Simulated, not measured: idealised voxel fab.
Title: Process Module voxel gate over fins
This is section cut - it's 240 nm across, gridded in 5 nm square cells.
Cross-section layout: square cells on a grid; listed as bands, top to bottom; a band spans one or more cell rows.
Band: top and bottom heights (nm) first, top before bottom; then materials from left to right, widths in nm. "throughout" marks a sole material filling the band edge to edge. "empty" denotes empty space.
Heads up on the height convention: 0 is the point under which the incoming wafer is all one material, and the lowest band has no bottom, it just keeps going down, like "top 0, no bottom".
Graded width ("30..40"): value in top row of band = first number; value in bottom row = second number; row-to-row change constant.
Reading "nothing was modified" for a step: not a cell of the cross-section changed in it.
Reported under the label "closed voids" are the empty spaces having no open way to the top and comprising 8 cells or more; the notation for each is width x height at distance, in which the distance is measured from the left edge and all three values are in nm.
Past the settings on a step's line: simulator remark, on that step.
"overlay nm", when on a step's line for a step with a mask, measures how far to the right of its planned place the mask lay; a negative measure means to the left.

Process steps foreseen in the plan
1: RECEIVE: material Si
2: CONFORMAL_DEP: material SiN, thk nm 5
3: DIRECTIONAL_DEP: material aC, thk nm 15
4: PATTERN: tone cover, mask id FINS, material resist, width nm 15, pitch nm 50, thk nm 30, overlay nm 0
5: DIRECTIONAL_ETCH: etch materials aC, depth nm 15
6: STRIP: etch materials resist
7: DIRECTIONAL_ETCH: etch materials SiN, depth nm 5
8: DIRECTIONAL_ETCH: etch materials Si, depth nm 35
9: STRIP: etch materials aC
10: OXIDIZE: depth nm 5
11: FILL_DEP: material SiO2, thk nm 15
12: CMP: height nm 5
13: DIRECTIONAL_DEP: material aC, thk nm 10
14: PATTERN: tone open, mask id RAIL, material resist, width nm 15, thk nm 30, overlay nm 0
15: DIRECTIONAL_ETCH: etch materials aC, depth nm 10
16: STRIP: etch materials resist
17: DIRECTIONAL_ETCH: etch materials SiO2, depth nm 35
18: STRIP: etch materials aC
19: CONFORMAL_DEP: material TiN, thk nm 5
20: FILL_DEP: material W, thk nm 5
21: CMP: height nm 5
22: SELECTIVE_ETCH: etch materials W Ru TiN, depth nm 25
23: FILL_DEP: material SiO2, thk nm 5
24: CMP: height nm 5
25: SELECTIVE_ETCH: etch materials SiO2, depth nm 15
26: STRIP: etch materials SiN
27: CONFORMAL_DEP: material HfO2, thk nm 5
28: CONFORMAL_DEP: material TiN, thk nm 5
29: CONFORMAL_DEP: material TiAl, thk nm 5
30: CONFORMAL_DEP: material TiN, thk nm 5
31: FILL_DEP: material W, thk nm 15
32: CMP: height nm 30
33: CONFORMAL_DEP: material SiN, thk nm 10

As received (post step 1): cross-section
top 0, no bottom | Si throughout
closed voids: none

The first of two wafers, cross-sectioned at the end of the module, with the run proceeding as planned
top 40, bottom 30 | SiN throughout
top 30, bottom 20 | W throughout
top 20, bottom 15 | W=70 | TiN=45 | W=5 | TiN=45 | W=75
top 15, bottom 10 | W=70 | TiN=5 | TiAl=35 | TiN=5 | W=5 | TiN=5 | TiAl=35 | TiN=5 | W=75
top 10, bottom 5 | TiN=75 | TiAl=5 | TiN=25 | TiAl=5 | TiN=15 | TiAl=5 | TiN=25 | TiAl=5 | TiN=80
top 5, bottom 0 | TiAl=80 | TiN=5 | HfO2=15 | TiN=5 | TiAl=25 | TiN=5 | HfO2=15 | TiN=5 | TiAl=85
top 0, bottom -5 | TiN=85 | HfO2=5 | Si=5 | HfO2=5 | TiN=35 | HfO2=5 | Si=5 | HfO2=5 | TiN=90
top -5, bottom -10 | HfO2=90 | Si=5 | HfO2=45 | Si=5 | HfO2=95
top -10, bottom -20 | SiO2=90 | Si=5 | SiO2=45 | Si=5 | SiO2=95
top -20, bottom -25 | SiO2=90 | Si=5 | SiO2=15 | TiN=5 | W=5 | TiN=5 | SiO2=15 | Si=5 | SiO2=95
top -25, bottom -30 | SiO2=90 | Si=5 | SiO2=15 | TiN=15 | SiO2=15 | Si=5 | SiO2=95
top -30, bottom -40 | SiO2=90 | Si=5 | SiO2=45 | Si=5 | SiO2=95
top -40, no bottom | Si throughout
closed voids: none

Cross-sectional view of the second of two wafers upon completion of the module. This wafer shared its starting condition and process plan with the first; one error was made during its execution
top 40, bottom 30 | SiN throughout
top 30, bottom 20 | W throughout
top 20, bottom 15 | W=70 | TiN=45 | W=5 | TiN=45 | W=75
top 15, bottom 10 | W=70 | TiN=5 | TiAl=35 | TiN=5 | W=5 | TiN=5 | TiAl=35 | TiN=5 | W=75
top 10, bottom 5 | TiN=75 | TiAl=5 | TiN=25 | TiAl=5 | TiN=15 | TiAl=5 | TiN=25 | TiAl=5 | TiN=80
top 5, bottom 0 | TiAl=80 | TiN=5 | HfO2=15 | TiN=5 | TiAl=25 | TiN=5 | HfO2=15 | TiN=5 | TiAl=85
top 0, bottom -5 | TiN=85 | HfO2=5 | Si=5 | HfO2=5 | TiN=35 | HfO2=5 | Si=5 | HfO2=5 | TiN=90
top -5, bottom -10 | HfO2=90 | Si=5 | HfO2=45 | Si=5 | HfO2=95
top -10, bottom -20 | SiO2=90 | Si=5 | SiO2=45 | Si=5 | SiO2=95
top -20, bottom -25 | SiO2=90 | Si=5 | SiO2=15 | TiN=5 | W=10 | TiN=5 | SiO2=10 | Si=5 | SiO2=95
top -25, bottom -30 | SiO2=90 | Si=5 | SiO2=15 | TiN=20 | SiO2=10 | Si=5 | SiO2=95
top -30, bottom -40 | SiO2=90 | Si=5 | SiO2=45 | Si=5 | SiO2=95
top -40, no bottom | Si throughout
closed voids: none
What broke from the plan during processing? it should be noted that step 14 was executed with settings other than those planned, the operation and settings actually applied being PATTERN: tone open, mask id RAIL, material resist, width nm 20, thk nm 30, overlay nm 0
The closing comparison, in cells, has the second wafer with more or fewer of some materials than the first: 2 fewer of SiO2; 1 more of TiN; 1 more of W
